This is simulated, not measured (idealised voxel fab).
Process module heading - voxel fin reveal
Section cut is 290 nm wide and gridded with 5 nm square cells.
Format of a cross-section: grid, square cells. Given as bands. Order: top down. Band: one or more rows of cells.
Per band: top height and bottom height in nm, followed by the left-to-right materials and their widths in nm; "everywhere" marks a single material spanning edge to edge, "air" marks empty space.
Height 0 is the level under which the wafer as received is all one material. The lowest band goes on downwards, as in "0 nm and below".
Width spec "30..40" -> top row of cells at first value, bottom row at second value, equal per-row change in between.
"same as before" (step): cross-section cells unchanged, all of them.
The list in "Cavities, sealed" covers empty spaces of 8 cells or more that cannot reach the top through any open way, and it gives each as width x height at distance; the distance is from the left edge, and width, height and distance are in nm.
Note: text after step settings on the step line = simulator remark on that step.
overlay nm: mask right of planned place by this much (step with mask). Neg. = left.
### Here's what the planned process steps look like
1) RECEIVE, material Si
2) CONFORMAL_DEP, material SiN, thk nm 5
3) DIRECTIONAL_DEP, material aC, thk nm 10
4) PATTERN, tone cover, mask id FINS, material resist, width nm 15, pitch nm 35, thk nm 30, overlay nm 0
5) DIRECTIONAL_ETCH, etch materials aC, depth nm 10
6) STRIP, etch materials resist
7) DIRECTIONAL_ETCH, etch materials SiN, depth nm 5
8) DIRECTIONAL_ETCH, etch materials Si, depth nm 30
9) STRIP, etch materials aC
10) OXIDIZE, depth nm 5
11) FILL_DEP, material SiO2, thk nm 15
12) CMP, height nm 5
13) SELECTIVE_ETCH, etch materials SiO2, depth nm 20
14) STRIP, etch materials SiN
15) CONFORMAL_DEP, material HfO2, thk nm 5
### On the first of the two wafers: run conducted according to plan
### Incoming wafer, cross-sectional view, post step 1
    0 nm and below | Si everywhere
    Cavities, sealed: none
### Cross-section of the wafer subsequent to step 2
    5 nm to 0 nm | SiN everywhere
    Lower than 0, everything is as it was.
### Cross-section of the wafer subsequent to step 3
    15 nm to 5 nm | aC everywhere
    Lower than 5, everything is as it was.
### Cross-section of the wafer subsequent to step 4
    45 nm to 15 nm | 120 air; 15 resist; 20 air; 15 resist; 120 air
    Lower than 15, everything is as it was.
### Cross-section of the wafer subsequent to step 5
    35 nm to 15 nm | 120 air; 15 resist; 20 air; 15 resist; 120 air
    15 nm to 5 nm | 120 air; 15 aC; 20 air; 15 aC; 120 air
    Lower than 5, everything is as it was.
### Cross-section of the wafer subsequent to step 6
    15 nm to 5 nm | 120 air; 15 aC; 20 air; 15 aC; 120 air
    Lower than 5, everything is as it was.
### Cross-section of the wafer subsequent to step 7
    15 nm to 5 nm | 120 air; 15 aC; 20 air; 15 aC; 120 air
    5 nm to 0 nm | 120 air; 15 SiN; 20 air; 15 SiN; 120 air
    Lower than 0, everything is as it was.
### Cross-section of the wafer subsequent to step 8
    15 nm to 5 nm | 120 air; 15 aC; 20 air; 15 aC; 120 air
    5 nm to 0 nm | 120 air; 15 SiN; 20 air; 15 SiN; 120 air
    0 nm to -30 nm | 120 air; 15 Si; 20 air; 15 Si; 120 air
    Lower than -30, everything is as it was.
### Cross-section of the wafer subsequent to step 9
    5 nm to 0 nm | 120 air; 15 SiN; 20 air; 15 SiN; 120 air
    Lower than 0, everything is as it was.
### Cross-section of the wafer subsequent to step 10
    5 nm to 0 nm | 120 air; 15 SiN; 20 air; 15 SiN; 120 air
    0 nm to -30 nm | 120 air; 5 SiO2; 5 Si; 5 SiO2; 20 air; 5 SiO2; 5 Si; 5 SiO2; 120 air
    -30 nm to -35 nm | 125 SiO2; 5 Si; 30 SiO2; 5 Si; 125 SiO2
    Lower than -35, everything is as it was.
### Cross-section of the wafer subsequent to step 11
    20 nm to 5 nm | SiO2 everywhere
    5 nm to 0 nm | 120 SiO2; 15 SiN; 20 SiO2; 15 SiN; 120 SiO2
    0 nm to -35 nm | 125 SiO2; 5 Si; 30 SiO2; 5 Si; 125 SiO2
    Lower than -35, everything is as it was.
### Cross-section of the wafer subsequent to step 12
    5 nm to 0 nm | 120 SiO2; 15 SiN; 20 SiO2; 15 SiN; 120 SiO2
    Lower than 0, everything is as it was.
### Cross-section of the wafer subsequent to step 13
    5 nm to 0 nm | 120 air; 15 SiN; 20 air; 15 SiN; 120 air
    0 nm to -15 nm | 125 air; 5 Si; 30 air; 5 Si; 125 air
    Lower than -15, everything is as it was.
### Cross-section of the wafer subsequent to step 14
    0 nm to -15 nm | 125 air; 5 Si; 30 air; 5 Si; 125 air
    Lower than -15, everything is as it was.
### Cross-section of the wafer subsequent to step 15
    5 nm to 0 nm | 120 air; 15 HfO2; 20 air; 15 HfO2; 120 air
    0 nm to -10 nm | 120 air; 5 HfO2; 5 Si; 5 HfO2; 20 air; 5 HfO2; 5 Si; 5 HfO2; 120 air
    -10 nm to -15 nm | 125 HfO2; 5 Si; 30 HfO2; 5 Si; 125 HfO2
    Lower than -15, everything is as it was.
### Okay, second wafer. Nothing different at the start, nothing different in the plan, just one mistake somewhere in the running. As far as step 3, counting that step, it's the first wafer all over again
### Look at the second wafer in cross-section at the time step 4 ought to have finished
    45 nm to 15 nm | 115 air; 15 resist; 20 air; 15 resist; 125 air
    Lower than 15, everything is as it was.
### Look at the second wafer in cross-section at the time step 5 ought to have finished
    35 nm to 15 nm | 115 air; 15 resist; 20 air; 15 resist; 125 air
    15 nm to 5 nm | 115 air; 15 aC; 20 air; 15 aC; 125 air
    Lower than 5, everything is as it was.
### Look at the second wafer in cross-section at the time step 6 ought to have finished
    15 nm to 5 nm | 115 air; 15 aC; 20 air; 15 aC; 125 air
    Lower than 5, everything is as it was.
### Look at the second wafer in cross-section at the time step 7 ought to have finished
    15 nm to 5 nm | 115 air; 15 aC; 20 air; 15 aC; 125 air
    5 nm to 0 nm | 115 air; 15 SiN; 20 air; 15 SiN; 125 air
    Lower than 0, everything is as it was.
### Look at the second wafer in cross-section at the time step 8 ought to have finished
    15 nm to 5 nm | 115 air; 15 aC; 20 air; 15 aC; 125 air
    5 nm to 0 nm | 115 air; 15 SiN; 20 air; 15 SiN; 125 air
    0 nm to -30 nm | 115 air; 15 Si; 20 air; 15 Si; 125 air
    Lower than -30, everything is as it was.
### Look at the second wafer in cross-section at the time step 9 ought to have finished
    5 nm to 0 nm | 115 air; 15 SiN; 20 air; 15 SiN; 125 air
    Lower than 0, everything is as it was.
### Look at the second wafer in cross-section at the time step 10 ought to have finished
    5 nm to 0 nm | 115 air; 15 SiN; 20 air; 15 SiN; 125 air
    0 nm to -30 nm | 115 air; 5 SiO2; 5 Si; 5 SiO2; 20 air; 5 SiO2; 5 Si; 5 SiO2; 125 air
    -30 nm to -35 nm | 120 SiO2; 5 Si; 30 SiO2; 5 Si; 130 SiO2
    Lower than -35, everything is as it was.
### Look at the second wafer in cross-section at the time step 11 ought to have finished
    20 nm to 5 nm | SiO2 everywhere
    5 nm to 0 nm | 115 SiO2; 15 SiN; 20 SiO2; 15 SiN; 125 SiO2
    0 nm to -35 nm | 120 SiO2; 5 Si; 30 SiO2; 5 Si; 130 SiO2
    Lower than -35, everything is as it was.
### Look at the second wafer in cross-section at the time step 12 ought to have finished
    5 nm to 0 nm | 115 SiO2; 15 SiN; 20 SiO2; 15 SiN; 125 SiO2
    Lower than 0, everything is as it was.
### Look at the second wafer in cross-section at the time step 13 ought to have finished
    5 nm to 0 nm | 115 air; 15 SiN; 20 air; 15 SiN; 125 air
    0 nm to -15 nm | 120 air; 5 Si; 30 air; 5 Si; 130 air
    Lower than -15, everything is as it was.
### Look at the second wafer in cross-section at the time step 14 ought to have finished
    0 nm to -15 nm | 120 air; 5 Si; 30 air; 5 Si; 130 air
    Lower than -15, everything is as it was.
### Look at the second wafer in cross-section at the time step 15 ought to have finished
    5 nm to 0 nm | 115 air; 15 HfO2; 20 air; 15 HfO2; 125 air
    0 nm to -10 nm | 115 air; 5 HfO2; 5 Si; 5 HfO2; 20 air; 5 HfO2; 5 Si; 5 HfO2; 125 air
    -10 nm to -15 nm | 120 HfO2; 5 Si; 30 HfO2; 5 Si; 130 HfO2
    Lower than -15, everything is as it was.
Misprocessing identified: so step 4 ended up running with a different setting than we planned, it ran as PATTERN, tone cover, mask id FINS, material resist, width nm 15, pitch nm 35, thk nm 30, overlay nm -5
The two final wafers agree on how many cells each material fills and disagree on which cells those are.
